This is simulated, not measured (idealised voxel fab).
Title: Process Module voxel ribs on slabs
This is section cut - it's 180 nm across, gridded in 5 nm square cells.
Bands, listed from the top down, are how a cross-section gets written in this document; the cross-section itself is a grid of square cells, and a band is one or more rows of them. For a band, the entry starts with two heights in nm, that of the top and then that of the bottom, and carries on with the band's materials in order from left to right, each alongside its width in nm; the word "edge to edge" beside a single material means it fills the band edge to edge, and "empty" means empty space. Heights are reckoned from 0. Under this level, the received wafer is all of one material. The bottommost band is open-ended downward, for example "z 0 and below". Read "30 to 40" as a graded width: first number on top, second number at the bottom, same change between each pair of neighbouring rows. The designation "no modification", where it is given for a processing step, indicates that no cell of the cross-section was altered in the course of that step. "Enclosed void catalog" lists enclosed empty spaces (at least 8 cells, no open path upward to the top), each as width x height at distance from the left edge, in nm. Past the settings on a step's line: simulator remark, on that step. overlay nm: on a step with a mask, how far right of its planned place the mask lay; negative means left.

**Below is the list of planned process steps**
step 1: RECEIVE,material Si
step 2: DIRECTIONAL_DEP,material SiO2,thk nm 25
step 3: DIRECTIONAL_DEP,material polySi,thk nm 15
step 4: DIRECTIONAL_DEP,material aC,thk nm 10
step 5: PATTERN,tone cover,mask id RIB,material resist,width nm 20,thk nm 30,overlay nm 0
step 6: DIRECTIONAL_ETCH,etch materials aC,depth nm 10
step 7: STRIP,etch materials resist
step 8: DIRECTIONAL_ETCH,etch materials polySi,depth nm 10
step 9: STRIP,etch materials aC
step 10: PATTERN,tone cover,mask id SLAB,material resist,width nm 70,thk nm 15,overlay nm 0
step 11: DIRECTIONAL_ETCH,etch materials polySi,depth nm 5
step 12: STRIP,etch materials resist
step 13: FILL_DEP,material SiO2,thk nm 25
step 14: CMP,height nm 55
step 15: DIRECTIONAL_DEP,material TiN,thk nm 10
step 16: PATTERN,tone cover,mask id HEATER,material resist,width nm 30,thk nm 15,overlay nm 0
step 17: DIRECTIONAL_ETCH,etch materials TiN,depth nm 10
step 18: STRIP,etch materials resist
step 19: CONFORMAL_DEP,material SiN,thk nm 5

**Step 1 complete: cross-section of the wafer as received**
- z 0 and below = Si edge to edge
- Enclosed void catalog: none

**Cross-section taken at module completion on the first of two wafers; processed per the plan**
- z 70 to 65 = 70 of empty; 40 of SiN; 70 of empty
- z 65 to 60 = 70 of empty; 5 of SiN; 30 of TiN; 5 of SiN; 70 of empty
- z 60 to 55 = 75 of SiN; 30 of TiN; 75 of SiN
- z 55 to 40 = SiO2 edge to edge
- z 40 to 30 = 80 of SiO2; 20 of polySi; 80 of SiO2
- z 30 to 25 = 55 of SiO2; 70 of polySi; 55 of SiO2
- z 25 to 0 = SiO2 edge to edge
- z 0 and below = Si edge to edge
- Enclosed void catalog: none

**Here is the second of the two wafers cut open at the end of the module - same start, same plan as the first one, but we made one mistake running it**
- z 70 to 65 = 80 of SiN; 20 of empty; 80 of SiN
- z 65 to 60 = 75 of TiN; 5 of SiN; 20 of empty; 5 of SiN; 75 of TiN
- z 60 to 55 = 75 of TiN; 30 of SiN; 75 of TiN
- z 55 to 40 = SiO2 edge to edge
- z 40 to 30 = 80 of SiO2; 20 of polySi; 80 of SiO2
- z 30 to 25 = 55 of SiO2; 70 of polySi; 55 of SiO2
- z 25 to 0 = SiO2 edge to edge
- z 0 and below = Si edge to edge
- Enclosed void catalog: none
Diagnosis: step 16 ran as: PATTERN,tone open,mask id HEATER,material resist,width nm 30,thk nm 15,overlay nm 0
Final tally in cells, some materials are higher or lower on the second wafer than on the first: +48 TiN
